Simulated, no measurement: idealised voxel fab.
process module | voxel gate over fins
The cross-section shown here is cut; it is 250 nm wide and divided into square cells measuring 5 nm on a side.
Cross-sections here: square-cell grids, written as top-down lists of bands, a band being one or more rows of cells.
Per band: top height and bottom height in nm, followed by the left-to-right materials and their widths in nm; "everywhere" marks a single material spanning edge to edge, "blank" marks empty space.
Heights are reckoned from 0. Under this level, the received wafer is all of one material. The bottommost band is open-ended downward, for example "0 and below".
Per-row width for "30..40": begins at first number (top row of band), ends at second number (bottom row), increment between rows held constant.
"identical to before" for a step: no cell of the cross-section changed in that step.
Closed empty spaces (no open way to the top) of 8 cells or more are what "Enclosed internal cavities" lists, each as width x height at distance from the left edge, nm for all three.
Whatever follows a step's settings on its line is a remark the simulator itself makes about that step.
A step's line can hold "overlay nm"; with a mask on that step, the setting says how far right of the planned place the mask lay, while a negative setting says it lay to the left.
If you're wondering how to read the rest of this, here's the deal. It's pairs of cross-sections: one from before a process step, one from after it. The after one is only drawn as far down as the lowest band that changed. Right under each pair you'll see which step sits between them and what its settings were. Don't read the pairs as one continuous story, though. They can come from different runs of this module on the same starting wafer, and a pair only carries on from the one above it where its entry headed "Prior to step" says so.

Prior to step
5 down to 0 = blank 90, HfO2 5, blank 155
0 down to -10 = blank 60, Si 5, blank 25, HfO2 5, blank 25, Si 5, blank 55, Si 5, blank 65
-10 down to -20 = SiO2 60, Si 5, SiO2 25, HfO2 5, SiO2 25, Si 5, SiO2 55, Si 5, SiO2 65
-20 down to -30 = SiO2 60, Si 5, SiO2 20, TiN 5, HfO2 5, TiN 5, SiO2 20, Si 5, SiO2 55, Si 5, SiO2 65
-30 down to -35 = SiO2 60, Si 5, SiO2 20, TiN 15, SiO2 20, Si 5, SiO2 55, Si 5, SiO2 65
-35 down to -45 = SiO2 60, Si 5, SiO2 55, Si 5, SiO2 55, Si 5, SiO2 65
-45 and below = Si everywhere
Enclosed internal cavities: none

Step Result
10 down to 5 = blank 85, HfO2 15, blank 150
5 down to 0 = blank 55, HfO2 15, blank 15, HfO2 15, blank 15, HfO2 15, blank 45, HfO2 15, blank 60
0 down to -5 = blank 55, HfO2 5, Si 5, HfO2 5, blank 15, HfO2 15, blank 15, HfO2 5, Si 5, HfO2 5, blank 45, HfO2 5, Si 5, HfO2 5, blank 60
-5 down to -10 = HfO2 60, Si 5, HfO2 55, Si 5, HfO2 55, Si 5, HfO2 65
Note: structure below -10 unchanged.
Enclosed internal cavities: none
Looking at the two cross-sections above, the step in the middle is CONFORMAL_DEP (material HfO2; thk nm 5)

Prior to step: The cross-section prior to this step is the one presented after the step of the pair immediately above.

Step Result
15 down to 10 = blank 80, TiN 25, blank 145
10 down to 5 = blank 50, TiN 25, blank 5, TiN 5, HfO2 15, TiN 5, blank 5, TiN 25, blank 35, TiN 25, blank 55
5 down to 0 = blank 50, TiN 5, HfO2 15, TiN 5, blank 5, TiN 5, HfO2 15, TiN 5, blank 5, TiN 5, HfO2 15, TiN 5, blank 35, TiN 5, HfO2 15, TiN 5, blank 55
0 down to -5 = TiN 55, HfO2 5, Si 5, HfO2 5, TiN 15, HfO2 15, TiN 15, HfO2 5, Si 5, HfO2 5, TiN 45, HfO2 5, Si 5, HfO2 5, TiN 60
Note: structure below -5 unchanged.
Enclosed internal cavities: none
Looking at the two cross-sections above, the step in the middle is CONFORMAL_DEP (material TiN; thk nm 5)

Prior to step: The cross-section prior to this step is the one presented after the step of the pair immediately above.

Step Result
20 down to 15 = blank 75, TiAl 35, blank 140
15 down to 10 = blank 45, TiAl 35, TiN 25, TiAl 35, blank 25, TiAl 35, blank 50
10 down to 5 = blank 45, TiAl 5, TiN 25, TiAl 5, TiN 5, HfO2 15, TiN 5, TiAl 5, TiN 25, TiAl 5, blank 25, TiAl 5, TiN 25, TiAl 5, blank 50
5 down to 0 = TiAl 50, TiN 5, HfO2 15, TiN 5, TiAl 5, TiN 5, HfO2 15, TiN 5, TiAl 5, TiN 5, HfO2 15, TiN 5, TiAl 35, TiN 5, HfO2 15, TiN 5, TiAl 55
Note: structure below 0 unchanged.
Enclosed internal cavities: none
Looking at the two cross-sections above, the step in the middle is CONFORMAL_DEP (material TiAl; thk nm 5)

Prior to step: The cross-section prior to this step is the one presented after the step of the pair immediately above.

Step Result
25 down to 20 = blank 70, TiN 45, blank 135
20 down to 15 = blank 40, TiN 35, TiAl 35, TiN 35, blank 15, TiN 45, blank 45
15 down to 10 = blank 40, TiN 5, TiAl 35, TiN 25, TiAl 35, TiN 5, blank 15, TiN 5, TiAl 35, TiN 5, blank 45
10 down to 5 = TiN 45, TiAl 5, TiN 25, TiAl 5, TiN 5, HfO2 15, TiN 5, TiAl 5, TiN 25, TiAl 5, TiN 25, TiAl 5, TiN 25, TiAl 5, TiN 50
Note: structure below 5 unchanged.
Enclosed internal cavities: none
Looking at the two cross-sections above, the step in the middle is CONFORMAL_DEP (material TiN; thk nm 5)

Prior to step: The cross-section prior to this step is the one presented after the step of the pair immediately above.

Step Result
35 down to 25 = W everywhere
25 down to 20 = W 70, TiN 45, W 135
20 down to 15 = W 40, TiN 35, TiAl 35, TiN 35, W 15, TiN 45, W 45
15 down to 10 = W 40, TiN 5, TiAl 35, TiN 25, TiAl 35, TiN 5, W 15, TiN 5, TiAl 35, TiN 5, W 45
Note: structure below 10 unchanged.
Enclosed internal cavities: none
Looking at the two cross-sections above, the step in the middle is FILL_DEP (material W; thk nm 10)

Prior to step: The cross-section prior to this step is the one presented after the step of the pair immediately above.

Step Result
25 down to 20 = W 70, TiN 45, W 135
Note: structure below 20 unchanged.
Enclosed internal cavities: none
Looking at the two cross-sections above, the step in the middle is CMP (height nm 25)

Prior to step: The cross-section prior to this step is the one presented after the step of the pair immediately above.

Step Result
35 down to 25 = SiN everywhere
Note: structure below 25 unchanged.
Enclosed internal cavities: none
Looking at the two cross-sections above, the step in the middle is CONFORMAL_DEP (material SiN; thk nm 10)

Prior to step
15 down to 5 = aC everywhere
5 down to 0 = SiO2 55, SiN 15, SiO2 45, SiN 15, SiO2 45, SiN 15, SiO2 60
0 down to -45 = SiO2 60, Si 5, SiO2 55, Si 5, SiO2 55, Si 5, SiO2 65
-45 and below = Si everywhere
Enclosed internal cavities: none

Step Result
45 down to 15 = blank 85, resist 15, blank 150
Note: structure below 15 unchanged.
Enclosed internal cavities: none
Looking at the two cross-sections above, the step in the middle is PATTERN (tone cover; mask id RAIL; material resist; width nm 15; thk nm 30; overlay nm 0)

Prior to step: The cross-section prior to this step is the one presented after the step of the pair immediately above.

Step Result
35 down to 15 = blank 85, resist 15, blank 150
15 down to 5 = blank 85, aC 15, blank 150
Note: structure below 5 unchanged.
Enclosed internal cavities: none
Looking at the two cross-sections above, the step in the middle is DIRECTIONAL_ETCH (etch materials aC; depth nm 10)

Prior to step: The cross-section prior to this step is the one presented after the step of the pair immediately above.

Step Result
15 down to 5 = blank 85, aC 15, blank 150
Note: structure below 5 unchanged.
Enclosed internal cavities: none
Looking at the two cross-sections above, the step in the middle is STRIP (etch materials resist)

Prior to step: The cross-section prior to this step is the one presented after the step of the pair immediately above.

Step Result
15 down to 5 = blank 85, aC 15, blank 150
5 down to 0 = blank 55, SiN 15, blank 15, SiO2 15, blank 15, SiN 15, blank 45, SiN 15, blank 60
0 down to -35 = blank 55, SiO2 5, Si 5, SiO2 5, blank 15, SiO2 15, blank 15, SiO2 5, Si 5, SiO2 5, blank 45, SiO2 5, Si 5, SiO2 5, blank 60
Note: structure below -35 unchanged.
Enclosed internal cavities: none
Looking at the two cross-sections above, the step in the middle is DIRECTIONAL_ETCH (etch materials SiO2; depth nm 40)

Prior to step: The cross-section prior to this step is the one presented after the step of the pair immediately above.

Step Result
5 down to 0 = blank 55, SiN 15, blank 15, SiO2 15, blank 15, SiN 15, blank 45, SiN 15, blank 60
Note: structure below 0 unchanged.
Enclosed internal cavities: none
Looking at the two cross-sections above, the step in the middle is STRIP (etch materials aC)

Prior to step: The cross-section prior to this step is the one presented after the step of the pair immediately above.

Step Result
10 down to 5 = blank 50, TiN 25, blank 5, TiN 25, blank 5, TiN 25, blank 35, TiN 25, blank 55
5 down to 0 = blank 50, TiN 5, SiN 15, TiN 5, blank 5, TiN 5, SiO2 15, TiN 5, blank 5, TiN 5, SiN 15, TiN 5, blank 35, TiN 5, SiN 15, TiN 5, blank 55
0 down to -30 = blank 50, TiN 5, SiO2 5, Si 5, SiO2 5, TiN 5, blank 5, TiN 5, SiO2 15, TiN 5, blank 5, TiN 5, SiO2 5, Si 5, SiO2 5, TiN 5, blank 35, TiN 5, SiO2 5, Si 5, SiO2 5, TiN 5, blank 55
-30 down to -35 = TiN 55, SiO2 5, Si 5, SiO2 5, TiN 15, SiO2 15, TiN 15, SiO2 5, Si 5, SiO2 5, TiN 45, SiO2 5, Si 5, SiO2 5, TiN 60
Note: structure below -35 unchanged.
Enclosed internal cavities: none
Looking at the two cross-sections above, the step in the middle is CONFORMAL_DEP (material TiN; thk nm 5)

Prior to step: The cross-section prior to this step is the one presented after the step of the pair immediately above.

Step Result
20 down to 10 = W everywhere
10 down to 5 = W 50, TiN 25, W 5, TiN 25, W 5, TiN 25, W 35, TiN 25, W 55
5 down to 0 = W 50, TiN 5, SiN 15, TiN 5, W 5, TiN 5, SiO2 15, TiN 5, W 5, TiN 5, SiN 15, TiN 5, W 35, TiN 5, SiN 15, TiN 5, W 55
0 down to -30 = W 50, TiN 5, SiO2 5, Si 5, SiO2 5, TiN 5, W 5, TiN 5, SiO2 15, TiN 5, W 5, TiN 5, SiO2 5, Si 5, SiO2 5, TiN 5, W 35, TiN 5, SiO2 5, Si 5, SiO2 5, TiN 5, W 55
Note: structure below -30 unchanged.
Enclosed internal cavities: none
Looking at the two cross-sections above, the step in the middle is FILL_DEP (material W; thk nm 10)

Prior to step: The cross-section prior to this step is the one presented after the step of the pair immediately above.

Step Result
5 down to 0 = W 50, TiN 5, SiN 15, TiN 5, W 5, TiN 5, SiO2 15, TiN 5, W 5, TiN 5, SiN 15, TiN 5, W 35, TiN 5, SiN 15, TiN 5, W 55
Note: structure below 0 unchanged.
Enclosed internal cavities: none
Looking at the two cross-sections above, the step in the middle is CMP (height nm 5)

Prior to step: The cross-section prior to this step is the one presented after the step of the pair immediately above.

Step Result
5 down to 0 = blank 55, SiN 15, blank 15, SiO2 15, blank 15, SiN 15, blank 45, SiN 15, blank 60
0 down to -20 = blank 55, SiO2 5, Si 5, SiO2 5, blank 15, SiO2 15, blank 15, SiO2 5, Si 5, SiO2 5, blank 45, SiO2 5, Si 5, SiO2 5, blank 60
Note: structure below -20 unchanged.
Enclosed internal cavities: none
Looking at the two cross-sections above, the step in the middle is SELECTIVE_ETCH (etch materials W Ru TiN; depth nm 25)

Prior to step: The cross-section prior to this step is the one presented after the step of the pair immediately above.

Step Result
10 down to 5 = SiO2 everywhere
5 down to 0 = SiO2 55, SiN 15, SiO2 45, SiN 15, SiO2 45, SiN 15, SiO2 60
0 down to -20 = SiO2 60, Si 5, SiO2 55, Si 5, SiO2 55, Si 5, SiO2 65
Note: structure below -20 unchanged.
Enclosed internal cavities: none
Looking at the two cross-sections above, the step in the middle is FILL_DEP (material SiO2; thk nm 5)

Prior to step: The cross-section prior to this step is the one presented after the step of the pair immediately above.

Step Result
5 down to 0 = SiO2 55, SiN 15, SiO2 45, SiN 15, SiO2 45, SiN 15, SiO2 60
Note: structure below 0 unchanged.
Enclosed internal cavities: none
Looking at the two cross-sections above, the step in the middle is CMP (height nm 5)

Prior to step: The cross-section prior to this step is the one presented after the step of the pair immediately above.

Step Result
5 down to 0 = blank 55, SiN 15, blank 45, SiN 15, blank 45, SiN 15, blank 60
0 down to -10 = blank 60, Si 5, blank 55, Si 5, blank 55, Si 5, blank 65
Note: structure below -10 unchanged.
Enclosed internal cavities: none
Looking at the two cross-sections above, the step in the middle is SELECTIVE_ETCH (etch materials SiO2; depth nm 15)

Prior to step: The cross-section prior to this step is the one presented after the step of the pair immediately above.

Step Result
0 down to -10 = blank 60, Si 5, blank 55, Si 5, blank 55, Si 5, blank 65
Note: structure below -10 unchanged.
Enclosed internal cavities: none
Looking at the two cross-sections above, the step in the middle is STRIP (etch materials SiN)

Prior to step: The cross-section prior to this step is the one presented after the step of the pair immediately above.

Step Result
5 down to 0 = blank 55, HfO2 15, blank 45, HfO2 15, blank 45, HfO2 15, blank 60
0 down to -5 = blank 55, HfO2 5, Si 5, HfO2 5, blank 45, HfO2 5, Si 5, HfO2 5, blank 45, HfO2 5, Si 5, HfO2 5, blank 60
-5 down to -10 = HfO2 60, Si 5, HfO2 55, Si 5, HfO2 55, Si 5, HfO2 65
Note: structure below -10 unchanged.
Enclosed internal cavities: none
Looking at the two cross-sections above, the step in the middle is CONFORMAL_DEP (material HfO2; thk nm 5)

Prior to step: The cross-section prior to this step is the one presented after the step of the pair immediately above.

Step Result
10 down to 5 = blank 50, TiN 25, blank 35, TiN 25, blank 35, TiN 25, blank 55
5 down to 0 = blank 50, TiN 5, HfO2 15, TiN 5, blank 35, TiN 5, HfO2 15, TiN 5, blank 35, TiN 5, HfO2 15, TiN 5, blank 55
0 down to -5 = TiN 55, HfO2 5, Si 5, HfO2 5, TiN 45, HfO2 5, Si 5, HfO2 5, TiN 45, HfO2 5, Si 5, HfO2 5, TiN 60
Note: structure below -5 unchanged.
Enclosed internal cavities: none
Looking at the two cross-sections above, the step in the middle is CONFORMAL_DEP (material TiN; thk nm 5)

Prior to step: The cross-section prior to this step is the one presented after the step of the pair immediately above.

Step Result
15 down to 10 = blank 45, TiAl 35, blank 25, TiAl 35, blank 25, TiAl 35, blank 50
10 down to 5 = blank 45, TiAl 5, TiN 25, TiAl 5, blank 25, TiAl 5, TiN 25, TiAl 5, blank 25, TiAl 5, TiN 25, TiAl 5, blank 50
5 down to 0 = TiAl 50, TiN 5, HfO2 15, TiN 5, TiAl 35, TiN 5, HfO2 15, TiN 5, TiAl 35, TiN 5, HfO2 15, TiN 5, TiAl 55
Note: structure below 0 unchanged.
Enclosed internal cavities: none
Looking at the two cross-sections above, the step in the middle is CONFORMAL_DEP (material TiAl; thk nm 5)

Prior to step: The cross-section prior to this step is the one presented after the step of the pair immediately above.

Step Result
20 down to 15 = blank 40, TiN 45, blank 15, TiN 45, blank 15, TiN 45, blank 45
15 down to 10 = blank 40, TiN 5, TiAl 35, TiN 5, blank 15, TiN 5, TiAl 35, TiN 5, blank 15, TiN 5, TiAl 35, TiN 5, blank 45
10 down to 5 = TiN 45, TiAl 5, TiN 25, TiAl 5, TiN 25, TiAl 5, TiN 25, TiAl 5, TiN 25, TiAl 5, TiN 25, TiAl 5, TiN 50
Note: structure below 5 unchanged.
Enclosed internal cavities: none
Looking at the two cross-sections above, the step in the middle is CONFORMAL_DEP (material TiN; thk nm 5)

Prior to step: The cross-section prior to this step is the one presented after the step of the pair immediately above.

Step Result
30 down to 20 = W everywhere
20 down to 15 = W 40, TiN 45, W 15, TiN 45, W 15, TiN 45, W 45
15 down to 10 = W 40, TiN 5, TiAl 35, TiN 5, W 15, TiN 5, TiAl 35, TiN 5, W 15, TiN 5, TiAl 35, TiN 5, W 45
Note: structure below 10 unchanged.
Enclosed internal cavities: none
Looking at the two cross-sections above, the step in the middle is FILL_DEP (material W; thk nm 10)

Prior to step: The cross-section prior to this step is the one presented after the step of the pair immediately above.

Step Result
25 down to 20 = W everywhere
Note: structure below 20 unchanged.
Enclosed internal cavities: none
Looking at the two cross-sections above, the step in the middle is CMP (height nm 25)

Prior to step: The cross-section prior to this step is the one presented after the step of the pair immediately above.

Step Result
35 down to 25 = SiN everywhere
Note: structure below 25 unchanged.
Enclosed internal cavities: none
Looking at the two cross-sections above, the step in the middle is CONFORMAL_DEP (material SiN; thk nm 10)
